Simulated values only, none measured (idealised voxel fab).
voxel tone inversion: a process module
Section shown: cut. Width: 220 nm. Cell size: 5 nm, square.
Think of the cross-section as a grid of square cells. We describe it in bands, top to bottom, and each band covers one or more rows of those cells.
Per band: top height and bottom height in nm, followed by the left-to-right materials and their widths in nm; "edge to edge" marks a single material spanning edge to edge, "blank" marks empty space.
Ref level 0: as-received wafer is one material below here. Bottom band extends down with no lower bound ("0..down").
Note: "30->40" means the width goes from the first number (top row of the band) to the second number (bottom row) in equal steps per row of cells.
Given "no modification" for a step, no cell of the cross-section differs between before and after that step.
"Trapped voids" lists enclosed empty spaces (at least 8 cells, no open path upward to the top), each as width x height at distance from the left edge, in nm.
Where a step's line continues beyond its settings, the continuation is a remark by the simulator itself on that step.
overlay nm: for a step with a mask, the amount by which the mask lay right of where it was planned; a negative amount means left of it.

[This section lists the process steps that were planned]
| 1 | RECEIVE (material Si) |
| 2 | CONFORMAL_DEP (material SiN; thk nm 5) |
| 3 | DIRECTIONAL_DEP (material polySi; thk nm 20) |
| 4 | PATTERN (tone cover; mask id POSTS; material resist; width nm 15; pitch nm 45; thk nm 25; overlay nm -15) |
| 5 | DIRECTIONAL_ETCH (etch materials polySi; depth nm 20) |
| 6 | STRIP (etch materials resist) |
| 7 | FILL_DEP (material lowk; thk nm 10) |
| 8 | CMP (height nm 25) |
| 9 | STRIP (etch materials polySi) |
All wafers enter the flow in the same state. The overlay nm at step 4 differs from wafer to wafer, and the plan gives the value for the first wafer.

[This is how the first of several wafers looked in cross-section when it arrived, which is after step 1]
	0..down  Si edge to edge
	Trapped voids: none

[Take a look at the first of several wafers in cross-section: the module is done, and step 9 was its last step]
	25..5  20 lowk  15 blank  30 lowk  15 blank  30 lowk  15 blank  30 lowk  15 blank  50 lowk
	5..0  SiN edge to edge
	0..down  Si edge to edge
	Trapped voids: none

[Module end, final wafer: cross-section]
	25..5  50 lowk  15 blank  30 lowk  15 blank  30 lowk  15 blank  30 lowk  15 blank  20 lowk
	5..0  SiN edge to edge
	0..down  Si edge to edge
	Trapped voids: none

[Here is how to read the rows: every wafer has a row, and it shows the wafer at the end of the module, giving for each material how many cells were gained (+) or lost (-) since the wafer was received, then listing its closed voids]
overlay nm -15, +44 SiN, +128 lowk, Trapped voids: none
overlay nm -10, +44 SiN, +128 lowk, Trapped voids: none
overlay nm -5, +44 SiN, +128 lowk, Trapped voids: none
overlay nm 0, +44 SiN, +128 lowk, Trapped voids: none
overlay nm 5, +44 SiN, +128 lowk, Trapped voids: none
overlay nm 10, +44 SiN, +128 lowk, Trapped voids: none
overlay nm 15, +44 SiN, +128 lowk, Trapped voids: none
